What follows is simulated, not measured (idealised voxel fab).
Process module, titled voxel gate over fins
240 nm wide, 5 nm square cells: that's cross-section cut.
Throughout this document, each cross-section is represented as a grid of square cells and is presented as a sequence of bands enumerated from the top downward, where a band comprises one or more rows of cells.
Band: top and bottom heights (nm) first, top before bottom; then materials from left to right, widths in nm. "full width" marks a sole material filling the band edge to edge. "empty" denotes empty space.
Height is counted from the level 0, under which the received wafer is composed throughout of one material. The lowest of the bands is not closed at the bottom but continues downward, in the notation "0..down".
The expression "30->40" gives the width at the extremes of the band, the first number at its top row of cells and the second at its bottom row, with the width changing by equal amounts from each row to the next in between.
"left unchanged" for a step: no cell of the cross-section changed in that step.
In "Internal closed voids" the enclosed voids are listed, meaning empty spaces of 8 cells or larger without any opening to the top. The form is width x height at distance, distance from the left edge, units nm.
Note: text after step settings on the step line = simulator remark on that step.
What "overlay nm" on a step's line means: if the step has a mask, that mask lay this far to the right of its planned place, or, when the value is negative, to the left.

## Process steps (planned)
1: RECEIVE | material Si
2: CONFORMAL_DEP | material SiN | thk nm 5
3: DIRECTIONAL_DEP | material aC | thk nm 10
4: PATTERN | tone cover | mask id FINS | material resist | width nm 15 | pitch nm 35 | thk nm 30 | overlay nm 0
5: DIRECTIONAL_ETCH | etch materials aC | depth nm 10
6: STRIP | etch materials resist
7: DIRECTIONAL_ETCH | etch materials SiN | depth nm 5
8: DIRECTIONAL_ETCH | etch materials Si | depth nm 35
9: STRIP | etch materials aC
10: FILL_DEP | material SiO2 | thk nm 10
11: CMP | height nm 5
12: SELECTIVE_ETCH | etch materials SiO2 | depth nm 20
13: STRIP | etch materials SiN
14: CONFORMAL_DEP | material HfO2 | thk nm 5
15: CONFORMAL_DEP | material TiN | thk nm 5
16: FILL_DEP | material W | thk nm 10
17: CMP | height nm 15
18: CONFORMAL_DEP | material SiCN | thk nm 5

## Delivered wafer in cross-section: state after step 1
> 0..down  Si full width
> Internal closed voids: none

## Cross-sectional result after module completion. Note: starting condition and plan are unchanged from above; one processing mistake was made
> 10..5  SiCN full width
> 5..0  50 W | 5 TiN | 25 HfO2 | 10 TiN | 25 HfO2 | 10 TiN | 25 HfO2 | 10 TiN | 25 HfO2 | 5 TiN | 50 W
> 0..-5  50 W | 5 TiN | 5 HfO2 | 15 Si | 5 HfO2 | 10 TiN | 5 HfO2 | 15 Si | 5 HfO2 | 10 TiN | 5 HfO2 | 15 Si | 5 HfO2 | 10 TiN | 5 HfO2 | 15 Si | 5 HfO2 | 5 TiN | 50 W
> -5..-10  55 TiN | 5 HfO2 | 15 Si | 5 HfO2 | 10 TiN | 5 HfO2 | 15 Si | 5 HfO2 | 10 TiN | 5 HfO2 | 15 Si | 5 HfO2 | 10 TiN | 5 HfO2 | 15 Si | 5 HfO2 | 55 TiN
> -10..-15  60 HfO2 | 15 Si | 20 HfO2 | 15 Si | 20 HfO2 | 15 Si | 20 HfO2 | 15 Si | 60 HfO2
> -15..-35  60 SiO2 | 15 Si | 20 SiO2 | 15 Si | 20 SiO2 | 15 Si | 20 SiO2 | 15 Si | 60 SiO2
> -35..down  Si full width
> Internal closed voids: none
Misprocessing identified: rather than as planned, step 17 actually ran as CMP | height nm 5
